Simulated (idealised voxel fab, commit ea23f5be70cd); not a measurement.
Process module, titled voxel transistor to metal
Square cells of 5 nm make up the cross-section cut, whose width is 270 nm.
Format of a cross-section: grid, square cells. Given as bands. Order: top down. Band: one or more rows of cells.
Top height, bottom height, nm. Materials left to right, width each, nm. Single material + "all across" = fills band edge to edge. "empty" = empty.
For the purposes of this specification, 0 denotes the height below which the wafer in its as-received condition is composed wholly of one material, and the lowermost band, lacking a lower limit, extends downward without end, as expressed in "0 and below".
The width entry "30->40" should be interpreted row by row: the top row of cells in the band takes the first number, the bottom row takes the second number, and the change between adjacent rows is uniform throughout.
For the purposes of this document, the phrase "remained the same" attached to a step denotes that no cell within the cross-section was modified by that step.
Listed in "Enclosed voids": every empty space of 8 or more cells without an open way to the top. Form: width x height at distance, the distance being from the left edge, all in nm.
It should be noted that, on the line of a given step, the content following the step's settings is a remark produced by the simulator itself with respect to that step.
If you see "overlay nm" on a step's line and that step has a mask, it's telling you how far right of where it was planned the mask ended up; a negative number means it went left instead.
Quick note on how to read the rest: it's all pairs. You get the cross-section before a process step and the one after, but the after one only goes down as far as the lowest band that changed. The step in between, with its settings, sits under the pair. Heads up, the pairs can come from different runs of this module on the same starting wafer, so don't assume a pair picks up from the one above unless its "Incoming structure" entry says it does.

INCOMING STRUCTURE
- 30 down to 20: empty 30 nm  SiO2 15 nm  empty 55 nm  SiO2 15 nm  empty 40 nm  SiO2 15 nm  empty 55 nm  SiO2 15 nm  empty 30 nm
- 20 down to 10: empty 30 nm  SiO2 15 nm  empty 10 nm  SiN 5 nm  HfO2 5 nm  TiN 5 nm  W 5 nm  TiN 5 nm  HfO2 5 nm  SiN 5 nm  empty 10 nm  SiO2 15 nm  empty 40 nm  SiO2 15 nm  empty 10 nm  SiN 5 nm  HfO2 5 nm  TiN 5 nm  W 5 nm  TiN 5 nm  HfO2 5 nm  SiN 5 nm  empty 10 nm  SiO2 15 nm  empty 30 nm
- 10 down to 5: empty 15 nm  SiN 5 nm  empty 10 nm  SiO2 15 nm  empty 10 nm  SiN 5 nm  HfO2 5 nm  TiN 5 nm  W 5 nm  TiN 5 nm  HfO2 5 nm  SiN 5 nm  empty 10 nm  SiO2 15 nm  empty 10 nm  SiN 5 nm  empty 10 nm  SiN 5 nm  empty 10 nm  SiO2 15 nm  empty 10 nm  SiN 5 nm  HfO2 5 nm  TiN 5 nm  W 5 nm  TiN 5 nm  HfO2 5 nm  SiN 5 nm  empty 10 nm  SiO2 15 nm  empty 10 nm  SiN 5 nm  empty 15 nm
- 5 down to 0: empty 15 nm  SiN 5 nm  empty 10 nm  SiO2 15 nm  nSi 10 nm  SiN 5 nm  HfO2 5 nm  TiN 15 nm  HfO2 5 nm  SiN 5 nm  nSi 10 nm  SiO2 15 nm  empty 10 nm  SiN 5 nm  empty 10 nm  SiN 5 nm  empty 10 nm  SiO2 15 nm  nSi 10 nm  SiN 5 nm  HfO2 5 nm  TiN 15 nm  HfO2 5 nm  SiN 5 nm  nSi 10 nm  SiO2 15 nm  empty 10 nm  SiN 5 nm  empty 15 nm
- 0 down to -5: empty 15 nm  SiO2 5 nm  empty 10 nm  SiO2 15 nm  nSi 10 nm  HfO2 35 nm  nSi 10 nm  SiO2 15 nm  empty 10 nm  SiO2 5 nm  empty 10 nm  SiO2 5 nm  empty 10 nm  SiO2 15 nm  nSi 10 nm  HfO2 35 nm  nSi 10 nm  SiO2 15 nm  empty 10 nm  SiO2 5 nm  empty 15 nm
- -5 down to -15: SiO2 20 nm  nSi 35 nm  Si 35 nm  nSi 35 nm  SiO2 20 nm  nSi 35 nm  Si 35 nm  nSi 35 nm  SiO2 20 nm
- -15 down to -20: SiO2 20 nm  Si 105 nm  SiO2 20 nm  Si 105 nm  SiO2 20 nm
- -20 and below: Si all across
- Enclosed voids: none

POST-PROCESS SECTION
- 35 down to 30: empty 25 nm  TiN 25 nm  empty 45 nm  TiN 25 nm  empty 30 nm  TiN 25 nm  empty 45 nm  TiN 25 nm  empty 25 nm
- 30 down to 25: empty 25 nm  TiN 5 nm  SiO2 15 nm  TiN 5 nm  empty 45 nm  TiN 5 nm  SiO2 15 nm  TiN 5 nm  empty 30 nm  TiN 5 nm  SiO2 15 nm  TiN 5 nm  empty 45 nm  TiN 5 nm  SiO2 15 nm  TiN 5 nm  empty 25 nm
- 25 down to 20: empty 25 nm  TiN 5 nm  SiO2 15 nm  TiN 55 nm  SiO2 15 nm  TiN 5 nm  empty 30 nm  TiN 5 nm  SiO2 15 nm  TiN 55 nm  SiO2 15 nm  TiN 5 nm  empty 25 nm
- 20 down to 15: empty 25 nm  TiN 5 nm  SiO2 15 nm  TiN 10 nm  SiN 5 nm  HfO2 5 nm  TiN 5 nm  W 5 nm  TiN 5 nm  HfO2 5 nm  SiN 5 nm  TiN 10 nm  SiO2 15 nm  TiN 5 nm  empty 30 nm  TiN 5 nm  SiO2 15 nm  TiN 10 nm  SiN 5 nm  HfO2 5 nm  TiN 5 nm  W 5 nm  TiN 5 nm  HfO2 5 nm  SiN 5 nm  TiN 10 nm  SiO2 15 nm  TiN 5 nm  empty 25 nm
- 15 down to 10: empty 10 nm  TiN 20 nm  SiO2 15 nm  TiN 10 nm  SiN 5 nm  HfO2 5 nm  TiN 5 nm  W 5 nm  TiN 5 nm  HfO2 5 nm  SiN 5 nm  TiN 10 nm  SiO2 15 nm  TiN 40 nm  SiO2 15 nm  TiN 10 nm  SiN 5 nm  HfO2 5 nm  TiN 5 nm  W 5 nm  TiN 5 nm  HfO2 5 nm  SiN 5 nm  TiN 10 nm  SiO2 15 nm  TiN 20 nm  empty 10 nm
- 10 down to 5: empty 10 nm  TiN 5 nm  SiN 5 nm  TiN 10 nm  SiO2 15 nm  TiN 10 nm  SiN 5 nm  HfO2 5 nm  TiN 5 nm  W 5 nm  TiN 5 nm  HfO2 5 nm  SiN 5 nm  TiN 10 nm  SiO2 15 nm  TiN 10 nm  SiN 5 nm  TiN 10 nm  SiN 5 nm  TiN 10 nm  SiO2 15 nm  TiN 10 nm  SiN 5 nm  HfO2 5 nm  TiN 5 nm  W 5 nm  TiN 5 nm  HfO2 5 nm  SiN 5 nm  TiN 10 nm  SiO2 15 nm  TiN 10 nm  SiN 5 nm  TiN 5 nm  empty 10 nm
- 5 down to 0: empty 10 nm  TiN 5 nm  SiN 5 nm  TiN 10 nm  SiO2 15 nm  nSi 10 nm  SiN 5 nm  HfO2 5 nm  TiN 15 nm  HfO2 5 nm  SiN 5 nm  nSi 10 nm  SiO2 15 nm  TiN 10 nm  SiN 5 nm  TiN 10 nm  SiN 5 nm  TiN 10 nm  SiO2 15 nm  nSi 10 nm  SiN 5 nm  HfO2 5 nm  TiN 15 nm  HfO2 5 nm  SiN 5 nm  nSi 10 nm  SiO2 15 nm  TiN 10 nm  SiN 5 nm  TiN 5 nm  empty 10 nm
- 0 down to -5: TiN 15 nm  SiO2 5 nm  TiN 10 nm  SiO2 15 nm  nSi 10 nm  HfO2 35 nm  nSi 10 nm  SiO2 15 nm  TiN 10 nm  SiO2 5 nm  TiN 10 nm  SiO2 5 nm  TiN 10 nm  SiO2 15 nm  nSi 10 nm  HfO2 35 nm  nSi 10 nm  SiO2 15 nm  TiN 10 nm  SiO2 5 nm  TiN 15 nm
- below -5: unchanged
- Enclosed voids: none
Going from the before section above to the after section, the step was CONFORMAL_DEP, material TiN, thk nm 5

Incoming structure: For the state before this step, see the after cross-section of the pair located directly above.

POST-PROCESS SECTION
- 45 down to 35: Ru all across
- 35 down to 30: Ru 25 nm  TiN 25 nm  Ru 45 nm  TiN 25 nm  Ru 30 nm  TiN 25 nm  Ru 45 nm  TiN 25 nm  Ru 25 nm
- 30 down to 25: Ru 25 nm  TiN 5 nm  SiO2 15 nm  TiN 5 nm  Ru 45 nm  TiN 5 nm  SiO2 15 nm  TiN 5 nm  Ru 30 nm  TiN 5 nm  SiO2 15 nm  TiN 5 nm  Ru 45 nm  TiN 5 nm  SiO2 15 nm  TiN 5 nm  Ru 25 nm
- 25 down to 20: Ru 25 nm  TiN 5 nm  SiO2 15 nm  TiN 55 nm  SiO2 15 nm  TiN 5 nm  Ru 30 nm  TiN 5 nm  SiO2 15 nm  TiN 55 nm  SiO2 15 nm  TiN 5 nm  Ru 25 nm
- 20 down to 15: Ru 25 nm  TiN 5 nm  SiO2 15 nm  TiN 10 nm  SiN 5 nm  HfO2 5 nm  TiN 5 nm  W 5 nm  TiN 5 nm  HfO2 5 nm  SiN 5 nm  TiN 10 nm  SiO2 15 nm  TiN 5 nm  Ru 30 nm  TiN 5 nm  SiO2 15 nm  TiN 10 nm  SiN 5 nm  HfO2 5 nm  TiN 5 nm  W 5 nm  TiN 5 nm  HfO2 5 nm  SiN 5 nm  TiN 10 nm  SiO2 15 nm  TiN 5 nm  Ru 25 nm
- 15 down to 10: Ru 10 nm  TiN 20 nm  SiO2 15 nm  TiN 10 nm  SiN 5 nm  HfO2 5 nm  TiN 5 nm  W 5 nm  TiN 5 nm  HfO2 5 nm  SiN 5 nm  TiN 10 nm  SiO2 15 nm  TiN 40 nm  SiO2 15 nm  TiN 10 nm  SiN 5 nm  HfO2 5 nm  TiN 5 nm  W 5 nm  TiN 5 nm  HfO2 5 nm  SiN 5 nm  TiN 10 nm  SiO2 15 nm  TiN 20 nm  Ru 10 nm
- 10 down to 5: Ru 10 nm  TiN 5 nm  SiN 5 nm  TiN 10 nm  SiO2 15 nm  TiN 10 nm  SiN 5 nm  HfO2 5 nm  TiN 5 nm  W 5 nm  TiN 5 nm  HfO2 5 nm  SiN 5 nm  TiN 10 nm  SiO2 15 nm  TiN 10 nm  SiN 5 nm  TiN 10 nm  SiN 5 nm  TiN 10 nm  SiO2 15 nm  TiN 10 nm  SiN 5 nm  HfO2 5 nm  TiN 5 nm  W 5 nm  TiN 5 nm  HfO2 5 nm  SiN 5 nm  TiN 10 nm  SiO2 15 nm  TiN 10 nm  SiN 5 nm  TiN 5 nm  Ru 10 nm
- 5 down to 0: Ru 10 nm  TiN 5 nm  SiN 5 nm  TiN 10 nm  SiO2 15 nm  nSi 10 nm  SiN 5 nm  HfO2 5 nm  TiN 15 nm  HfO2 5 nm  SiN 5 nm  nSi 10 nm  SiO2 15 nm  TiN 10 nm  SiN 5 nm  TiN 10 nm  SiN 5 nm  TiN 10 nm  SiO2 15 nm  nSi 10 nm  SiN 5 nm  HfO2 5 nm  TiN 15 nm  HfO2 5 nm  SiN 5 nm  nSi 10 nm  SiO2 15 nm  TiN 10 nm  SiN 5 nm  TiN 5 nm  Ru 10 nm
- below 0: unchanged
- Enclosed voids: none
Going from the before section above to the after section, the step was FILL_DEP, material Ru, thk nm 10

Incoming structure: For the state before this step, see the after cross-section of the pair located directly above.

POST-PROCESS SECTION
- 30 down to 25: Ru 25 nm  TiN 5 nm  SiO2 15 nm  TiN 5 nm  Ru 45 nm  TiN 5 nm  SiO2 15 nm  TiN 5 nm  Ru 30 nm  TiN 5 nm  SiO2 15 nm  TiN 5 nm  Ru 45 nm  TiN 5 nm  SiO2 15 nm  TiN 5 nm  Ru 25 nm
- below 25: unchanged
- Enclosed voids: none
Going from the before section above to the after section, the step was CMP, height nm 30

Incoming structure: For the state before this step, see the after cross-section of the pair located directly above.

POST-PROCESS SECTION
- 35 down to 30: TiN all across
- below 30: unchanged
- Enclosed voids: none
Going from the before section above to the after section, the step was DIRECTIONAL_DEP, material TiN, thk nm 5

Incoming structure: For the state before this step, see the after cross-section of the pair located directly above.

POST-PROCESS SECTION
- 50 down to 35: Ru all across
- below 35: unchanged
- Enclosed voids: none
Going from the before section above to the after section, the step was DIRECTIONAL_DEP, material Ru, thk nm 15

Incoming structure: For the state before this step, see the after cross-section of the pair located directly above.

POST-PROCESS SECTION
- 50 down to 35: empty 30 nm  Ru 15 nm  empty 55 nm  Ru 15 nm  empty 40 nm  Ru 15 nm  empty 55 nm  Ru 15 nm  empty 30 nm
- below 35: unchanged
- Enclosed voids: none
Going from the before section above to the after section, the step was MASKED_ETCH, tone cover, mask id METAL_1, width nm 15, etch materials Ru, depth nm 15, overlay nm 0

Incoming structure: For the state before this step, see the after cross-section of the pair located directly above.

POST-PROCESS SECTION
- 50 down to 35: empty 30 nm  Ru 15 nm  empty 55 nm  Ru 15 nm  empty 40 nm  Ru 15 nm  empty 55 nm  Ru 15 nm  empty 30 nm
- 35 down to 30: empty 30 nm  TiN 15 nm  empty 55 nm  TiN 15 nm  empty 40 nm  TiN 15 nm  empty 55 nm  TiN 15 nm  empty 30 nm
- below 30: unchanged
- Enclosed voids: none
Going from the before section above to the after section, the step was MASKED_ETCH, tone cover, mask id METAL_1, width nm 15, etch materials TiN, depth nm 5, overlay nm 0

Incoming structure: For the state before this step, see the after cross-section of the pair located directly above.

POST-PROCESS SECTION
- 55 down to 50: empty 25 nm  SiCN 25 nm  empty 45 nm  SiCN 25 nm  empty 30 nm  SiCN 25 nm  empty 45 nm  SiCN 25 nm  empty 25 nm
- 50 down to 35: empty 25 nm  SiCN 5 nm  Ru 15 nm  SiCN 5 nm  empty 45 nm  SiCN 5 nm  Ru 15 nm  SiCN 5 nm  empty 30 nm  SiCN 5 nm  Ru 15 nm  SiCN 5 nm  empty 45 nm  SiCN 5 nm  Ru 15 nm  SiCN 5 nm  empty 25 nm
- 35 down to 30: SiCN 30 nm  TiN 15 nm  SiCN 55 nm  TiN 15 nm  SiCN 40 nm  TiN 15 nm  SiCN 55 nm  TiN 15 nm  SiCN 30 nm
- below 30: unchanged
- Enclosed voids: none
Going from the before section above to the after section, the step was CONFORMAL_DEP, material SiCN, thk nm 5

Incoming structure: For the state before this step, see the after cross-section of the pair located directly above.

POST-PROCESS SECTION
- 60 down to 55: lowk all across
- 55 down to 50: lowk 25 nm  SiCN 25 nm  lowk 45 nm  SiCN 25 nm  lowk 30 nm  SiCN 25 nm  lowk 45 nm  SiCN 25 nm  lowk 25 nm
- 50 down to 35: lowk 25 nm  SiCN 5 nm  Ru 15 nm  SiCN 5 nm  lowk 45 nm  SiCN 5 nm  Ru 15 nm  SiCN 5 nm  lowk 30 nm  SiCN 5 nm  Ru 15 nm  SiCN 5 nm  lowk 45 nm  SiCN 5 nm  Ru 15 nm  SiCN 5 nm  lowk 25 nm
- below 35: unchanged
- Enclosed voids: none
Going from the before section above to the after section, the step was FILL_DEP, material lowk, thk nm 5

Incoming structure: For the state before this step, see the after cross-section of the pair located directly above.

POST-PROCESS SECTION
- 50 down to 35: lowk 25 nm  SiCN 5 nm  Ru 15 nm  SiCN 5 nm  lowk 45 nm  SiCN 5 nm  Ru 15 nm  SiCN 5 nm  lowk 30 nm  SiCN 5 nm  Ru 15 nm  SiCN 5 nm  lowk 45 nm  SiCN 5 nm  Ru 15 nm  SiCN 5 nm  lowk 25 nm
- below 35: unchanged
- Enclosed voids: none
Going from the before section above to the after section, the step was CMP, height nm 50

Incoming structure: For the state before this step, see the after cross-section of the pair located directly above.

POST-PROCESS SECTION
- 55 down to 50: SiCN all across
- below 50: unchanged
- Enclosed voids: none
Going from the before section above to the after section, the step was CONFORMAL_DEP, material SiCN, thk nm 5
